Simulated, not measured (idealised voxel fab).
process module | voxel transistor to metal
cross-section cut | 140 nm wide | cells 5 nm
A cross-section is a grid of square cells, given in bands from the top down. A band is one or more rows of cells.
Each band's line starts with the height of the band's top and of its bottom, in nm. Then come its materials from left to right, each with its width in nm. One material with "throughout" fills the band from edge to edge. "air" is empty space.
Height 0 is the level under which the wafer as received is all one material. The lowest band goes on downwards, as in "0 down".
A width such as "30 to 40" changes by the same amount from each row of cells to the next, from the band's top row to its bottom row.
"no change" after a step means that no cell of the cross-section changed.
closed voids: empty space of 8 cells or more with no open way to the top, each as width x height at its distance from the left edge, in nm
after a step's settings: what the simulator itself notes on the step
overlay nm, on a step with a mask: how far to the right of its planned place the mask lay; to the left if negative
plan
1 op RECEIVE | material Si
2 op OXIDIZE | depth nm 5
3 op CONFORMAL_DEP | material SiN | thk nm 10
4 op MASKED_ETCH | tone cover | mask id ACTIVE | width nm 105 | etch materials SiN | depth nm 10 | overlay nm 0
5 op MASKED_ETCH | tone cover | mask id ACTIVE | width nm 105 | etch materials SiO2 | depth nm 5 | overlay nm 0
6 op MASKED_ETCH | tone cover | mask id ACTIVE | width nm 105 | etch materials Si | depth nm 30 | overlay nm 0
7 op OXIDIZE | depth nm 5
8 op FILL_DEP | material SiO2 | thk nm 15
9 op CMP | height nm 10
10 op SELECTIVE_ETCH | etch materials SiO2 | depth nm 5
11 op STRIP | etch materials SiN
12 op SELECTIVE_ETCH | etch materials SiO2 | depth nm 5
13 op OXIDIZE | depth nm 5
14 op DIRECTIONAL_DEP | material polySi | thk nm 20
15 op DIRECTIONAL_DEP | material SiCN | thk nm 15
16 op DIRECTIONAL_DEP | material aC | thk nm 10
17 op PATTERN | tone cover | mask id GATE | material resist | width nm 25 | thk nm 25 | overlay nm 0
18 op DIRECTIONAL_ETCH | etch materials aC | depth nm 10
19 op STRIP | etch materials resist
20 op DIRECTIONAL_ETCH | etch materials SiCN | depth nm 25
21 op DIRECTIONAL_ETCH | etch materials polySi | depth nm 30
22 op STRIP | etch materials aC
23 op CONFORMAL_DEP | material SiN | thk nm 5
24 op DIRECTIONAL_ETCH | etch materials SiN | depth nm 5
25 op DIRECTIONAL_ETCH | etch materials SiO2 | depth nm 5
26 op DIRECTIONAL_ETCH | etch materials Si | depth nm 5
27 op EPI | material pSi | thk nm 10
28 op FILL_DEP | material SiO2 | thk nm 10
29 op CMP | height nm 15
30 op STRIP | etch materials polySi
31 op SELECTIVE_ETCH | etch materials SiO2 | depth nm 5
32 op CONFORMAL_DEP | material HfO2 | thk nm 5
33 op CONFORMAL_DEP | material TiN | thk nm 5
34 op FILL_DEP | material W | thk nm 5
35 op CMP | height nm 10
36 op DIRECTIONAL_DEP | material SiO2 | thk nm 10
37 op PATTERN | tone open | mask id CONTACT | material resist | width nm 15 | pitch nm 80 | thk nm 15 | overlay nm 0
38 op DIRECTIONAL_ETCH | etch materials SiO2 | depth nm 25
39 op STRIP | etch materials resist
40 op CONFORMAL_DEP | material TiN | thk nm 5
41 op FILL_DEP | material Ru | thk nm 10
42 op CMP | height nm 20
43 op CONFORMAL_DEP | material SiCN | thk nm 5
44 op DIRECTIONAL_DEP | material lowk | thk nm 20
45 op DIRECTIONAL_DEP | material aC | thk nm 15
46 op PATTERN | tone open | mask id METAL_1 | material resist | width nm 15 | pitch nm 80 | thk nm 30 | overlay nm 0
47 op DIRECTIONAL_ETCH | etch materials aC | depth nm 15
48 op STRIP | etch materials resist
49 op DIRECTIONAL_ETCH | etch materials lowk | depth nm 20
50 op DIRECTIONAL_ETCH | etch materials SiCN | depth nm 5
51 op STRIP | etch materials aC
52 op CONFORMAL_DEP | material TiN | thk nm 5
53 op FILL_DEP | material Cu | thk nm 5
54 op CMP | height nm 45
55 op CONFORMAL_DEP | material SiCN | thk nm 5
56 op DIRECTIONAL_DEP | material lowk | thk nm 35
57 op PATTERN | tone open | mask id METAL_2 | material resist | width nm 15 | pitch nm 80 | thk nm 15 | overlay nm 0
58 op DIRECTIONAL_ETCH | etch materials lowk | depth nm 20
59 op STRIP | etch materials resist
60 op MASKED_ETCH | tone open | mask id METAL_2_HOLES | width nm 15 | pitch nm 80 | etch materials lowk | depth nm 15 | overlay nm 0
61 op MASKED_ETCH | tone open | mask id METAL_2_HOLES | width nm 15 | pitch nm 80 | etch materials SiCN | depth nm 5 | overlay nm -5
62 op CONFORMAL_DEP | material TiN | thk nm 5
63 op FILL_DEP | material Ru | thk nm 10
64 op CMP | height nm 85
65 op CONFORMAL_DEP | material SiCN | thk nm 5
varied across the wafers: overlay nm of step 61. The plan shows the first wafer's value. All wafers start alike
first wafer as received, after step 1
  0 down: Si throughout
  closed voids: none
first wafer at the end, after step 65
  90 to 85: SiCN throughout
  85 to 55: lowk 20 | TiN 5 | Ru 5 | TiN 5 | lowk 65 | TiN 5 | Ru 5 | TiN 5 | lowk 25
  55 to 50: lowk 20 | TiN 15 | lowk 65 | TiN 15 | lowk 25
  50 to 45: SiCN 20 | TiN 10 | SiCN 70 | TiN 10 | SiCN 30
  45 to 25: lowk 20 | TiN 5 | Cu 5 | TiN 5 | lowk 65 | TiN 5 | Cu 5 | TiN 5 | lowk 25
  25 to 20: SiCN 20 | TiN 15 | SiCN 65 | TiN 15 | SiCN 25
  20 to 10: SiO2 20 | TiN 5 | Ru 5 | TiN 5 | SiO2 65 | TiN 5 | Ru 5 | TiN 5 | SiO2 25
  10 to 0: SiO2 20 | TiN 5 | Ru 5 | TiN 5 | SiO2 15 | SiN 5 | HfO2 5 | TiN 5 | W 5 | TiN 5 | HfO2 5 | SiN 5 | SiO2 15 | TiN 5 | Ru 5 | TiN 5 | SiO2 25
  0 to -5: SiO2 10 | SiN 5 | SiO2 5 | TiN 15 | SiO2 5 | pSi 10 | SiN 5 | HfO2 5 | TiN 15 | HfO2 5 | SiN 5 | pSi 10 | SiO2 5 | TiN 15 | SiO2 5 | SiN 5 | SiO2 15
  -5 to -10: SiO2 15 | pSi 35 | HfO2 35 | pSi 35 | SiO2 20
  -10 to -15: SiO2 20 | pSi 30 | Si 35 | pSi 30 | SiO2 25
  -15 to -40: SiO2 20 | Si 95 | SiO2 25
  -40 down: Si throughout
  closed voids: none
last wafer at the end
  90 to 85: SiCN throughout
  85 to 55: lowk 20 | TiN 5 | Ru 5 | TiN 5 | lowk 65 | TiN 5 | Ru 5 | TiN 5 | lowk 25
  55 to 50: lowk 20 | TiN 15 | lowk 65 | TiN 15 | lowk 25
  50 to 45: SiCN 30 | TiN 5 | SiCN 75 | TiN 5 | SiCN 25
  45 to 25: lowk 20 | TiN 5 | Cu 5 | TiN 5 | lowk 65 | TiN 5 | Cu 5 | TiN 5 | lowk 25
  25 to 20: SiCN 20 | TiN 15 | SiCN 65 | TiN 15 | SiCN 25
  20 to 10: SiO2 20 | TiN 5 | Ru 5 | TiN 5 | SiO2 65 | TiN 5 | Ru 5 | TiN 5 | SiO2 25
  10 to 0: SiO2 20 | TiN 5 | Ru 5 | TiN 5 | SiO2 15 | SiN 5 | HfO2 5 | TiN 5 | W 5 | TiN 5 | HfO2 5 | SiN 5 | SiO2 15 | TiN 5 | Ru 5 | TiN 5 | SiO2 25
  0 to -5: SiO2 10 | SiN 5 | SiO2 5 | TiN 15 | SiO2 5 | pSi 10 | SiN 5 | HfO2 5 | TiN 15 | HfO2 5 | SiN 5 | pSi 10 | SiO2 5 | TiN 15 | SiO2 5 | SiN 5 | SiO2 15
  -5 to -10: SiO2 15 | pSi 35 | HfO2 35 | pSi 35 | SiO2 20
  -10 to -15: SiO2 20 | pSi 30 | Si 35 | pSi 30 | SiO2 25
  -15 to -40: SiO2 20 | Si 95 | SiO2 25
  -40 down: Si throughout
  closed voids: none
each wafer at the end: cells of each material gained (+) or lost (-) since it was received, then its closed voids
overlay nm -5 | +8 Cu | +13 HfO2 | +20 Ru | -122 Si | +74 SiCN | +8 SiN | +144 SiO2 | +85 TiN | +2 W | +242 lowk | +30 pSi | closed voids: none
overlay nm 0 | +8 Cu | +13 HfO2 | +22 Ru | -122 Si | +72 SiCN | +8 SiN | +144 SiO2 | +85 TiN | +2 W | +242 lowk | +30 pSi | closed voids: none
overlay nm 5 | +8 Cu | +13 HfO2 | +20 Ru | -122 Si | +74 SiCN | +8 SiN | +144 SiO2 | +85 TiN | +2 W | +242 lowk | +30 pSi | closed voids: none
overlay nm 10 | +8 Cu | +13 HfO2 | +20 Ru | -122 Si | +76 SiCN | +8 SiN | +144 SiO2 | +83 TiN | +2 W | +242 lowk | +30 pSi | closed voids: none
